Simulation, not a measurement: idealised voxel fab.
process module | voxel wiring stack
cross-section cut | 240 nm wide | cells 5 nm
A cross-section is a grid of square cells, given in bands from the top down. A band is one or more rows of cells.
Each band's line starts with the height of the band's top and of its bottom, in nm. Then come its materials from left to right, each with its width in nm. One material with "throughout" fills the band from edge to edge. "air" is empty space.
Height 0 is the level under which the wafer as received is all one material. The lowest band goes on downwards, as in "0 down".
A width such as "30 to 40" changes by the same amount from each row of cells to the next, from the band's top row to its bottom row.
"no change" after a step means that no cell of the cross-section changed.
closed voids: empty space of 8 cells or more with no open way to the top, each as width x height at its distance from the left edge, in nm
after a step's settings: what the simulator itself notes on the step
overlay nm, on a step with a mask: how far to the right of its planned place the mask lay; to the left if negative
plan
1 op RECEIVE | material Si
2 op CONFORMAL_DEP | material SiO2 | thk nm 10
3 op DIRECTIONAL_DEP | material TiN | thk nm 5
4 op DIRECTIONAL_DEP | material W | thk nm 25
5 op DIRECTIONAL_DEP | material aC | thk nm 15
6 op PATTERN | tone cover | mask id METAL_1 | material resist | width nm 25 | pitch nm 40 | thk nm 30 | overlay nm 0
7 op DIRECTIONAL_ETCH | etch materials aC | depth nm 15
8 op STRIP | etch materials resist
9 op DIRECTIONAL_ETCH | etch materials W | depth nm 25
10 op DIRECTIONAL_ETCH | etch materials TiN | depth nm 5
11 op STRIP | etch materials aC
12 op CONFORMAL_DEP | material SiCN | thk nm 5
13 op FILL_DEP | material lowk | thk nm 5
14 op CMP | height nm 40
15 op CONFORMAL_DEP | material SiCN | thk nm 5
16 op DIRECTIONAL_DEP | material SiO2 | thk nm 20
17 op MASKED_ETCH | tone open | mask id PLUG_1 | width nm 15 | pitch nm 80 | etch materials SiO2 | depth nm 20 | overlay nm 0
18 op MASKED_ETCH | tone open | mask id PLUG_1 | width nm 15 | pitch nm 80 | etch materials SiCN | depth nm 5 | overlay nm 0
19 op EPI | material Ru | thk nm 10
20 op EPI | material Ru | thk nm 10
21 op EPI | material Ru | thk nm 5
22 op CONFORMAL_DEP | material SiN | thk nm 5
23 op DIRECTIONAL_DEP | material lowk | thk nm 20
24 op DIRECTIONAL_DEP | material aC | thk nm 15
25 op PATTERN | tone open | mask id METAL_2 | material resist | width nm 25 | pitch nm 40 | thk nm 35 | overlay nm 0
26 op DIRECTIONAL_ETCH | etch materials aC | depth nm 15
27 op STRIP | etch materials resist
28 op DIRECTIONAL_ETCH | etch materials lowk | depth nm 20
29 op DIRECTIONAL_ETCH | etch materials SiN | depth nm 5
30 op STRIP | etch materials aC
31 op CONFORMAL_DEP | material TiN | thk nm 5
32 op FILL_DEP | material Cu | thk nm 10
33 op CMP | height nm 90
34 op EPI | material Ru | thk nm 5
35 op FILL_DEP | material SiCN | thk nm 5
first wafer, as planned
as received, after step 1
  0 down: Si throughout
  closed voids: none
after step 2
  10 to 0: SiO2 throughout
  below 0: unchanged
after step 3
  15 to 10: TiN throughout
  below 10: unchanged
after step 4
  40 to 15: W throughout
  below 15: unchanged
after step 5
  55 to 40: aC throughout
  below 40: unchanged
after step 6
  85 to 55: air 45 | resist 25 | air 15 | resist 25 | air 15 | resist 25 | air 15 | resist 25 | air 50
  below 55: unchanged
after step 7
  70 to 55: air 45 | resist 25 | air 15 | resist 25 | air 15 | resist 25 | air 15 | resist 25 | air 50
  55 to 40: air 45 | aC 25 | air 15 | aC 25 | air 15 | aC 25 | air 15 | aC 25 | air 50
  below 40: unchanged
after step 8
  55 to 40: air 45 | aC 25 | air 15 | aC 25 | air 15 | aC 25 | air 15 | aC 25 | air 50
  below 40: unchanged
after step 9
  55 to 40: air 45 | aC 25 | air 15 | aC 25 | air 15 | aC 25 | air 15 | aC 25 | air 50
  40 to 15: air 45 | W 25 | air 15 | W 25 | air 15 | W 25 | air 15 | W 25 | air 50
  below 15: unchanged
after step 10
  55 to 40: air 45 | aC 25 | air 15 | aC 25 | air 15 | aC 25 | air 15 | aC 25 | air 50
  40 to 15: air 45 | W 25 | air 15 | W 25 | air 15 | W 25 | air 15 | W 25 | air 50
  15 to 10: air 45 | TiN 25 | air 15 | TiN 25 | air 15 | TiN 25 | air 15 | TiN 25 | air 50
  below 10: unchanged
after step 11
  40 to 15: air 45 | W 25 | air 15 | W 25 | air 15 | W 25 | air 15 | W 25 | air 50
  below 15: unchanged
after step 12
  45 to 40: air 40 | SiCN 35 | air 5 | SiCN 35 | air 5 | SiCN 35 | air 5 | SiCN 35 | air 45
  40 to 15: air 40 | SiCN 5 | W 25 | SiCN 5 | air 5 | SiCN 5 | W 25 | SiCN 5 | air 5 | SiCN 5 | W 25 | SiCN 5 | air 5 | SiCN 5 | W 25 | SiCN 5 | air 45
  15 to 10: SiCN 45 | TiN 25 | SiCN 15 | TiN 25 | SiCN 15 | TiN 25 | SiCN 15 | TiN 25 | SiCN 50
  below 10: unchanged
after step 13
  50 to 45: lowk throughout
  45 to 40: lowk 40 | SiCN 35 | lowk 5 | SiCN 35 | lowk 5 | SiCN 35 | lowk 5 | SiCN 35 | lowk 45
  40 to 15: lowk 40 | SiCN 5 | W 25 | SiCN 5 | lowk 5 | SiCN 5 | W 25 | SiCN 5 | lowk 5 | SiCN 5 | W 25 | SiCN 5 | lowk 5 | SiCN 5 | W 25 | SiCN 5 | lowk 45
  below 15: unchanged
after step 14
  40 to 15: lowk 40 | SiCN 5 | W 25 | SiCN 5 | lowk 5 | SiCN 5 | W 25 | SiCN 5 | lowk 5 | SiCN 5 | W 25 | SiCN 5 | lowk 5 | SiCN 5 | W 25 | SiCN 5 | lowk 45
  below 15: unchanged
after step 15
  45 to 40: SiCN throughout
  below 40: unchanged
after step 16
  65 to 45: SiO2 throughout
  below 45: unchanged
after step 17
  65 to 45: SiO2 45 | air 15 | SiO2 65 | air 15 | SiO2 100
  below 45: unchanged
after step 18
  65 to 45: SiO2 45 | air 15 | SiO2 65 | air 15 | SiO2 100
  45 to 40: SiCN 45 | air 15 | SiCN 65 | air 15 | SiCN 100
  below 40: unchanged
after step 19
  65 to 50: SiO2 45 | air 15 | SiO2 65 | air 15 | SiO2 100
  50 to 45: SiO2 45 | Ru 15 | SiO2 65 | Ru 15 | SiO2 100
  45 to 40: SiCN 45 | Ru 15 | SiCN 65 | Ru 15 | SiCN 100
  below 40: unchanged
after step 20
  65 to 60: SiO2 45 | air 15 | SiO2 65 | air 15 | SiO2 100
  60 to 45: SiO2 45 | Ru 15 | SiO2 65 | Ru 15 | SiO2 100
  below 45: unchanged
after step 21
  65 to 45: SiO2 45 | Ru 15 | SiO2 65 | Ru 15 | SiO2 100
  below 45: unchanged
after step 22
  70 to 65: SiN throughout
  below 65: unchanged
after step 23
  90 to 70: lowk throughout
  below 70: unchanged
after step 24
  105 to 90: aC throughout
  below 90: unchanged
after step 25
  140 to 105: resist 45 | air 25 | resist 15 | air 25 | resist 15 | air 25 | resist 15 | air 25 | resist 50
  below 105: unchanged
after step 26
  125 to 105: resist 45 | air 25 | resist 15 | air 25 | resist 15 | air 25 | resist 15 | air 25 | resist 50
  105 to 90: aC 45 | air 25 | aC 15 | air 25 | aC 15 | air 25 | aC 15 | air 25 | aC 50
  below 90: unchanged
after step 27
  105 to 90: aC 45 | air 25 | aC 15 | air 25 | aC 15 | air 25 | aC 15 | air 25 | aC 50
  below 90: unchanged
after step 28
  105 to 90: aC 45 | air 25 | aC 15 | air 25 | aC 15 | air 25 | aC 15 | air 25 | aC 50
  90 to 70: lowk 45 | air 25 | lowk 15 | air 25 | lowk 15 | air 25 | lowk 15 | air 25 | lowk 50
  below 70: unchanged
after step 29
  105 to 90: aC 45 | air 25 | aC 15 | air 25 | aC 15 | air 25 | aC 15 | air 25 | aC 50
  90 to 70: lowk 45 | air 25 | lowk 15 | air 25 | lowk 15 | air 25 | lowk 15 | air 25 | lowk 50
  70 to 65: SiN 45 | air 25 | SiN 15 | air 25 | SiN 15 | air 25 | SiN 15 | air 25 | SiN 50
  below 65: unchanged
after step 30
  90 to 70: lowk 45 | air 25 | lowk 15 | air 25 | lowk 15 | air 25 | lowk 15 | air 25 | lowk 50
  below 70: unchanged
after step 31
  95 to 90: TiN 50 | air 15 | TiN 25 | air 15 | TiN 25 | air 15 | TiN 25 | air 15 | TiN 55
  90 to 70: lowk 45 | TiN 5 | air 15 | TiN 5 | lowk 15 | TiN 5 | air 15 | TiN 5 | lowk 15 | TiN 5 | air 15 | TiN 5 | lowk 15 | TiN 5 | air 15 | TiN 5 | lowk 50
  70 to 65: SiN 45 | TiN 25 | SiN 15 | TiN 25 | SiN 15 | TiN 25 | SiN 15 | TiN 25 | SiN 50
  below 65: unchanged
after step 32
  105 to 95: Cu throughout
  95 to 90: TiN 50 | Cu 15 | TiN 25 | Cu 15 | TiN 25 | Cu 15 | TiN 25 | Cu 15 | TiN 55
  90 to 70: lowk 45 | TiN 5 | Cu 15 | TiN 5 | lowk 15 | TiN 5 | Cu 15 | TiN 5 | lowk 15 | TiN 5 | Cu 15 | TiN 5 | lowk 15 | TiN 5 | Cu 15 | TiN 5 | lowk 50
  below 70: unchanged
after step 33
  90 to 70: lowk 45 | TiN 5 | Cu 15 | TiN 5 | lowk 15 | TiN 5 | Cu 15 | TiN 5 | lowk 15 | TiN 5 | Cu 15 | TiN 5 | lowk 15 | TiN 5 | Cu 15 | TiN 5 | lowk 50
  below 70: unchanged
after step 34
  95 to 90: air 40 | Ru 35 | air 5 | Ru 35 | air 5 | Ru 35 | air 5 | Ru 35 | air 45
  below 90: unchanged
after step 35
  100 to 95: SiCN throughout
  95 to 90: SiCN 40 | Ru 35 | SiCN 5 | Ru 35 | SiCN 5 | Ru 35 | SiCN 5 | Ru 35 | SiCN 45
  below 90: unchanged
second wafer: like start, like plan, one mistake. Through step 18 it matches the first wafer
when step 20 should have ended
  70 to 65: air 40 | Ru 25 | air 55 | Ru 25 | air 95
  65 to 45: SiO2 45 | Ru 15 | SiO2 65 | Ru 15 | SiO2 100
  45 to 40: SiCN 45 | Ru 15 | SiCN 65 | Ru 15 | SiCN 100
  below 40: unchanged
when step 21 should have ended
  75 to 65: air 35 | Ru 35 | air 45 | Ru 35 | air 90
  below 65: unchanged
when step 22 should have ended
  80 to 75: air 30 | SiN 45 | air 35 | SiN 45 | air 85
  75 to 70: air 30 | SiN 5 | Ru 35 | SiN 5 | air 35 | SiN 5 | Ru 35 | SiN 5 | air 85
  70 to 65: SiN 35 | Ru 35 | SiN 45 | Ru 35 | SiN 90
  below 65: unchanged
when step 23 should have ended
  100 to 90: air 30 | lowk 45 | air 35 | lowk 45 | air 85
  90 to 80: lowk throughout
  80 to 75: lowk 30 | SiN 45 | lowk 35 | SiN 45 | lowk 85
  75 to 70: lowk 30 | SiN 5 | Ru 35 | SiN 5 | lowk 35 | SiN 5 | Ru 35 | SiN 5 | lowk 85
  below 70: unchanged
when step 24 should have ended
  115 to 105: air 30 | aC 45 | air 35 | aC 45 | air 85
  105 to 100: aC throughout
  100 to 90: aC 30 | lowk 45 | aC 35 | lowk 45 | aC 85
  below 90: unchanged
when step 25 should have ended
  150 to 115: resist 45 | air 25 | resist 15 | air 25 | resist 15 | air 25 | resist 15 | air 25 | resist 50
  115 to 105: resist 30 | aC 45 | resist 10 | air 25 | aC 45 | resist 10 | air 25 | resist 50
  below 105: unchanged
when step 26 should have ended
  135 to 115: resist 45 | air 25 | resist 15 | air 25 | resist 15 | air 25 | resist 15 | air 25 | resist 50
  115 to 105: resist 30 | aC 15 | air 25 | aC 5 | resist 10 | air 25 | aC 15 | air 25 | aC 5 | resist 10 | air 25 | resist 50
  105 to 100: aC 45 | air 25 | aC 15 | air 25 | aC 15 | air 25 | aC 15 | air 25 | aC 50
  100 to 90: aC 30 | lowk 45 | aC 10 | air 25 | lowk 45 | aC 10 | air 25 | aC 50
  below 90: unchanged
when step 27 should have ended
  115 to 105: air 30 | aC 15 | air 25 | aC 5 | air 35 | aC 15 | air 25 | aC 5 | air 85
  below 105: unchanged
when step 28 should have ended
  115 to 105: air 30 | aC 15 | air 25 | aC 5 | air 35 | aC 15 | air 25 | aC 5 | air 85
  105 to 100: aC 45 | air 25 | aC 15 | air 25 | aC 15 | air 25 | aC 15 | air 25 | aC 50
  100 to 90: aC 30 | lowk 15 | air 25 | lowk 5 | aC 10 | air 25 | lowk 15 | air 25 | lowk 5 | aC 10 | air 25 | aC 50
  90 to 80: lowk 45 | air 25 | lowk 15 | air 25 | lowk 15 | air 25 | lowk 15 | air 25 | lowk 50
  80 to 75: lowk 30 | SiN 45 | lowk 10 | air 25 | SiN 45 | lowk 10 | air 25 | lowk 50
  75 to 70: lowk 30 | SiN 5 | Ru 35 | SiN 5 | lowk 10 | air 25 | SiN 5 | Ru 35 | SiN 5 | lowk 10 | air 25 | lowk 50
  below 70: unchanged
when step 29 should have ended
  115 to 105: air 30 | aC 15 | air 25 | aC 5 | air 35 | aC 15 | air 25 | aC 5 | air 85
  105 to 100: aC 45 | air 25 | aC 15 | air 25 | aC 15 | air 25 | aC 15 | air 25 | aC 50
  100 to 90: aC 30 | lowk 15 | air 25 | lowk 5 | aC 10 | air 25 | lowk 15 | air 25 | lowk 5 | aC 10 | air 25 | aC 50
  90 to 80: lowk 45 | air 25 | lowk 15 | air 25 | lowk 15 | air 25 | lowk 15 | air 25 | lowk 50
  80 to 75: lowk 30 | SiN 15 | air 25 | SiN 5 | lowk 10 | air 25 | SiN 15 | air 25 | SiN 5 | lowk 10 | air 25 | lowk 50
  75 to 70: lowk 30 | SiN 5 | Ru 35 | SiN 5 | lowk 10 | air 25 | SiN 5 | Ru 35 | SiN 5 | lowk 10 | air 25 | lowk 50
  70 to 65: SiN 35 | Ru 35 | SiN 15 | air 25 | SiN 5 | Ru 35 | SiN 15 | air 25 | SiN 50
  below 65: unchanged
when step 30 should have ended
  100 to 90: air 30 | lowk 15 | air 25 | lowk 5 | air 35 | lowk 15 | air 25 | lowk 5 | air 85
  below 90: unchanged
when step 31 should have ended
  105 to 100: air 25 | TiN 25 | air 15 | TiN 15 | air 25 | TiN 25 | air 15 | TiN 15 | air 80
  100 to 95: air 25 | TiN 5 | lowk 15 | TiN 5 | air 15 | TiN 5 | lowk 5 | TiN 5 | air 25 | TiN 5 | lowk 15 | TiN 5 | air 15 | TiN 5 | lowk 5 | TiN 5 | air 80
  95 to 90: TiN 30 | lowk 15 | TiN 5 | air 15 | TiN 5 | lowk 5 | TiN 15 | air 15 | TiN 5 | lowk 15 | TiN 5 | air 15 | TiN 5 | lowk 5 | TiN 15 | air 15 | TiN 55
  90 to 80: lowk 45 | TiN 5 | air 15 | TiN 5 | lowk 15 | TiN 5 | air 15 | TiN 5 | lowk 15 | TiN 5 | air 15 | TiN 5 | lowk 15 | TiN 5 | air 15 | TiN 5 | lowk 50
  80 to 75: lowk 30 | SiN 15 | TiN 25 | SiN 5 | lowk 10 | TiN 5 | air 15 | TiN 5 | SiN 15 | TiN 25 | SiN 5 | lowk 10 | TiN 5 | air 15 | TiN 5 | lowk 50
  75 to 70: lowk 30 | SiN 5 | Ru 35 | SiN 5 | lowk 10 | TiN 5 | air 15 | TiN 5 | SiN 5 | Ru 35 | SiN 5 | lowk 10 | TiN 5 | air 15 | TiN 5 | lowk 50
  70 to 65: SiN 35 | Ru 35 | SiN 15 | TiN 25 | SiN 5 | Ru 35 | SiN 15 | TiN 25 | SiN 50
  below 65: unchanged
when step 32 should have ended
  115 to 105: Cu throughout
  105 to 100: Cu 25 | TiN 25 | Cu 15 | TiN 15 | Cu 25 | TiN 25 | Cu 15 | TiN 15 | Cu 80
  100 to 95: Cu 25 | TiN 5 | lowk 15 | TiN 5 | Cu 15 | TiN 5 | lowk 5 | TiN 5 | Cu 25 | TiN 5 | lowk 15 | TiN 5 | Cu 15 | TiN 5 | lowk 5 | TiN 5 | Cu 80
  95 to 90: TiN 30 | lowk 15 | TiN 5 | Cu 15 | TiN 5 | lowk 5 | TiN 15 | Cu 15 | TiN 5 | lowk 15 | TiN 5 | Cu 15 | TiN 5 | lowk 5 | TiN 15 | Cu 15 | TiN 55
  90 to 80: lowk 45 | TiN 5 | Cu 15 | TiN 5 | lowk 15 | TiN 5 | Cu 15 | TiN 5 | lowk 15 | TiN 5 | Cu 15 | TiN 5 | lowk 15 | TiN 5 | Cu 15 | TiN 5 | lowk 50
  80 to 75: lowk 30 | SiN 15 | TiN 25 | SiN 5 | lowk 10 | TiN 5 | Cu 15 | TiN 5 | SiN 15 | TiN 25 | SiN 5 | lowk 10 | TiN 5 | Cu 15 | TiN 5 | lowk 50
  75 to 70: lowk 30 | SiN 5 | Ru 35 | SiN 5 | lowk 10 | TiN 5 | Cu 15 | TiN 5 | SiN 5 | Ru 35 | SiN 5 | lowk 10 | TiN 5 | Cu 15 | TiN 5 | lowk 50
  below 70: unchanged
when step 33 should have ended
  90 to 80: lowk 45 | TiN 5 | Cu 15 | TiN 5 | lowk 15 | TiN 5 | Cu 15 | TiN 5 | lowk 15 | TiN 5 | Cu 15 | TiN 5 | lowk 15 | TiN 5 | Cu 15 | TiN 5 | lowk 50
  below 80: unchanged
when step 34 should have ended
  95 to 90: air 40 | Ru 35 | air 5 | Ru 35 | air 5 | Ru 35 | air 5 | Ru 35 | air 45
  below 90: unchanged
when step 35 should have ended
  100 to 95: SiCN throughout
  95 to 90: SiCN 40 | Ru 35 | SiCN 5 | Ru 35 | SiCN 5 | Ru 35 | SiCN 5 | Ru 35 | SiCN 45
  below 90: unchanged
what went wrong: one of the steps 19 and 20, which are alike, was run twice
at the end the second wafer has, in cells: 12 fewer of Cu | 28 more of Ru | 8 more of SiN | 8 fewer of TiN | 16 fewer of lowk
